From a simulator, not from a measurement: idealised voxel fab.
This is a process module. Its name is voxel trench capacitor.
Section cut is 140 nm wide and gridded with 5 nm square cells.
Cross-section layout: square cells on a grid; listed as bands, top to bottom; a band spans one or more cell rows.
Each band's line starts with the height of the band's top and of its bottom, in nm. Then come its materials from left to right, each with its width in nm. One material with "full width" fills the band from edge to edge. "empty" is empty space.
Heads up on the height convention: 0 is the point under which the incoming wafer is all one material, and the lowest band has no bottom, it just keeps going down, like "0..down".
The expression "30->40" gives the width at the extremes of the band, the first number at its top row of cells and the second at its bottom row, with the width changing by equal amounts from each row to the next in between.
What does "no change occurred" mean for a step? It means no cell of the cross-section changed in that step.
This entry, "Enclosed cavity list", enumerates those empty regions of no fewer than 8 cells that possess no open connection to the top. Each region is reported in the form width x height at distance, the distance being taken from the left edge, with all three quantities expressed in nm.
Whatever follows a step's settings on its line is a remark the simulator itself makes about that step.
Each step line may optionally specify "overlay nm", which for a step with a mask gives the rightward distance between the mask's planned place and where it lay, a negative value indicating the leftward direction.
Intended process steps:
| 1 | RECEIVE, material Si |
| 2 | CONFORMAL_DEP, material SiN, thk nm 10 |
| 3 | PATTERN, tone open, mask id TRENCH, material resist, width nm 30, pitch nm 55, thk nm 20, overlay nm 0 |
| 4 | DIRECTIONAL_ETCH, etch materials SiN, depth nm 10 |
| 5 | DIRECTIONAL_ETCH, etch materials Si, depth nm 35 |
| 6 | STRIP, etch materials resist |
| 7 | CONFORMAL_DEP, material HfO2, thk nm 5 |
| 8 | CONFORMAL_DEP, material TiN, thk nm 5 |
| 9 | FILL_DEP, material W, thk nm 10 |
| 10 | CMP, height nm 10 |
This is the cross-section of the wafer as we received it, i.e. after step 1:
- 0..down = Si full width
- Enclosed cavity list: none
Module complete, cross-section. Starting point and plan per above. One mistake made in running the module:
- 10..0 = W=15; TiN=5; HfO2=5; SiN=30; HfO2=5; TiN=5; W=5; TiN=5; HfO2=5; SiN=30; HfO2=5; TiN=5; W=20
- 0..-25 = W=15; TiN=5; HfO2=5; Si=30; HfO2=5; TiN=5; W=5; TiN=5; HfO2=5; Si=30; HfO2=5; TiN=5; W=20
- -25..-30 = TiN=20; HfO2=5; Si=30; HfO2=5; TiN=15; HfO2=5; Si=30; HfO2=5; TiN=25
- -30..-35 = HfO2=25; Si=30; HfO2=25; Si=30; HfO2=30
- -35..down = Si full width
- Enclosed cavity list: none
It is concluded that the wafer was processed incorrectly with respect to the plan, in that in deviation from the planned setting, step 3 was conducted as PATTERN, tone cover, mask id TRENCH, material resist, width nm 30, pitch nm 55, thk nm 20, overlay nm 0
